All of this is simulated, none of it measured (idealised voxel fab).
Process module under the name voxel transistor to metal
175 nm wide, 5 nm square cells: that's cross-section cut.
This document writes a cross-section as a grid whose cells are square, and gives it as bands, listed from the top down; one or more rows of cells form a band.
What a band's entry tells you: where the top is and where the bottom is, as heights in nm, and after that what lies inside, material by material from left to right, each with its width in nm. Empty space is written as the word "air", and a single material marked with the word "all across" occupies the band from edge to edge.
Heights are reckoned from 0. Under this level, the received wafer is all of one material. The bottommost band is open-ended downward, for example "0 nm and below".
You'd read "30..40" like this: the band's top row of cells is as wide as the first number, its bottom row is as wide as the second, and going down, every row changes width by the same amount as the row before did.
Step note "everything unchanged" = no cross-section cell changed.
"Listed closed voids": sealed empty spaces, 8 cells or more, no open way to top, listed width x height at distance, with distance from the left edge and width, height and distance in nm.
What comes after the settings on a step's line is commentary from the simulator itself on that step.
You can add "overlay nm" to a step's line. For a step with a mask, it describes how far the mask lay to the right of its planned position, and a negative number describes a lay to the left.
List of planned process steps:
| 1 | op RECEIVE | material Si |
| 2 | op OXIDIZE | depth nm 5 |
| 3 | op CONFORMAL_DEP | material SiN | thk nm 10 |
| 4 | op MASKED_ETCH | tone cover | mask id ACTIVE | width nm 110 | etch materials SiN | depth nm 10 | overlay nm 0 |
| 5 | op MASKED_ETCH | tone cover | mask id ACTIVE | width nm 110 | etch materials SiO2 | depth nm 5 | overlay nm 0 |
| 6 | op MASKED_ETCH | tone cover | mask id ACTIVE | width nm 110 | etch materials Si | depth nm 25 | overlay nm 0 |
| 7 | op OXIDIZE | depth nm 5 |
| 8 | op FILL_DEP | material SiO2 | thk nm 5 |
| 9 | op CMP | height nm 10 |
| 10 | op SELECTIVE_ETCH | etch materials SiO2 | depth nm 5 |
| 11 | op STRIP | etch materials SiN |
| 12 | op SELECTIVE_ETCH | etch materials SiO2 | depth nm 5 |
| 13 | op OXIDIZE | depth nm 5 |
| 14 | op DIRECTIONAL_DEP | material polySi | thk nm 25 |
| 15 | op DIRECTIONAL_DEP | material SiCN | thk nm 15 |
| 16 | op MASKED_ETCH | tone cover | mask id GATE | width nm 30 | etch materials SiCN | depth nm 25 | overlay nm 0 |
| 17 | op MASKED_ETCH | tone cover | mask id GATE | width nm 30 | etch materials polySi | depth nm 35 | overlay nm 0 |
| 18 | op CONFORMAL_DEP | material SiO2 | thk nm 5 |
| 19 | op DIRECTIONAL_ETCH | etch materials SiO2 | depth nm 5 |
| 20 | op CONFORMAL_DEP | material SiN | thk nm 5 |
| 21 | op DIRECTIONAL_ETCH | etch materials SiN | depth nm 5 |
| 22 | op DIRECTIONAL_ETCH | etch materials SiO2 | depth nm 5 |
| 23 | op DIRECTIONAL_ETCH | etch materials Si | depth nm 10 |
| 24 | op EPI | material nSi | thk nm 10 |
| 25 | op FILL_DEP | material SiO2 | thk nm 10 |
| 26 | op CMP | height nm 20 |
| 27 | op STRIP | etch materials polySi |
| 28 | op SELECTIVE_ETCH | etch materials SiO2 | depth nm 5 |
| 29 | op CONFORMAL_DEP | material HfO2 | thk nm 5 |
| 30 | op CONFORMAL_DEP | material TiN | thk nm 5 |
| 31 | op FILL_DEP | material W | thk nm 10 |
| 32 | op CMP | height nm 15 |
| 33 | op DIRECTIONAL_DEP | material SiO2 | thk nm 10 |
| 34 | op DIRECTIONAL_DEP | material aC | thk nm 15 |
| 35 | op PATTERN | tone open | mask id CONTACT | material resist | width nm 15 | pitch nm 75 | thk nm 35 | overlay nm 0 |
| 36 | op DIRECTIONAL_ETCH | etch materials aC | depth nm 15 |
| 37 | op STRIP | etch materials resist |
| 38 | op DIRECTIONAL_ETCH | etch materials SiO2 | depth nm 35 |
| 39 | op STRIP | etch materials aC |
| 40 | op CONFORMAL_DEP | material TiN | thk nm 5 |
| 41 | op FILL_DEP | material Ru | thk nm 5 |
| 42 | op CMP | height nm 25 |
| 43 | op DIRECTIONAL_DEP | material TiN | thk nm 5 |
| 44 | op DIRECTIONAL_DEP | material W | thk nm 25 |
| 45 | op DIRECTIONAL_DEP | material aC | thk nm 10 |
| 46 | op PATTERN | tone cover | mask id METAL_1 | material resist | width nm 15 | pitch nm 75 | thk nm 25 | overlay nm 0 |
| 47 | op DIRECTIONAL_ETCH | etch materials aC | depth nm 10 |
| 48 | op STRIP | etch materials resist |
| 49 | op DIRECTIONAL_ETCH | etch materials W | depth nm 25 |
| 50 | op DIRECTIONAL_ETCH | etch materials TiN | depth nm 5 |
| 51 | op STRIP | etch materials aC |
| 52 | op CONFORMAL_DEP | material SiCN | thk nm 5 |
| 53 | op FILL_DEP | material lowk | thk nm 5 |
| 54 | op CMP | height nm 55 |
| 55 | op CONFORMAL_DEP | material SiCN | thk nm 5 |
As received (post step 1): cross-section:
* 0 nm and below = Si all across
* Listed closed voids: none
Wafer at module end, in section. Began as above, planned as above, run with one mistake:
* 60 nm to 55 nm = SiCN all across
* 55 nm to 30 nm = 35 of lowk | 5 of SiCN | 15 of W | 5 of SiCN | 50 of lowk | 5 of SiCN | 15 of W | 5 of SiCN | 40 of lowk
* 30 nm to 25 nm = 40 of SiCN | 15 of TiN | 60 of SiCN | 15 of TiN | 45 of SiCN
* 25 nm to 15 nm = 40 of SiO2 | 5 of TiN | 5 of W | 5 of TiN | 60 of SiO2 | 5 of TiN | 5 of W | 5 of TiN | 45 of SiO2
* 15 nm to 5 nm = 40 of SiO2 | 5 of TiN | 5 of W | 5 of TiN | 5 of SiO2 | 5 of SiN | 5 of HfO2 | 5 of TiN | 20 of W | 5 of TiN | 5 of HfO2 | 5 of SiN | 5 of SiO2 | 5 of TiN | 5 of W | 5 of TiN | 45 of SiO2
* 5 nm to 0 nm = 40 of SiO2 | 15 of TiN | 5 of SiO2 | 5 of SiN | 5 of HfO2 | 5 of TiN | 20 of W | 5 of TiN | 5 of HfO2 | 5 of SiN | 5 of SiO2 | 15 of TiN | 45 of SiO2
* 0 nm to -5 nm = 30 of SiO2 | 5 of SiN | 5 of SiO2 | 10 of TiN | 10 of nSi | 5 of SiN | 5 of HfO2 | 30 of TiN | 5 of HfO2 | 5 of SiN | 10 of nSi | 10 of TiN | 5 of SiO2 | 5 of SiN | 35 of SiO2
* -5 nm to -10 nm = 40 of SiO2 | 10 of TiN | 10 of nSi | 5 of SiO2 | 40 of HfO2 | 5 of SiO2 | 10 of nSi | 10 of TiN | 45 of SiO2
* -10 nm to -20 nm = 35 of SiO2 | 25 of nSi | 50 of Si | 25 of nSi | 40 of SiO2
* -20 nm to -35 nm = 35 of SiO2 | 100 of Si | 40 of SiO2
* -35 nm and below = Si all across
* Listed closed voids: none
So what did we get wrong on this run? step 41 changed vs plan, executed as op FILL_DEP | material W | thk nm 5
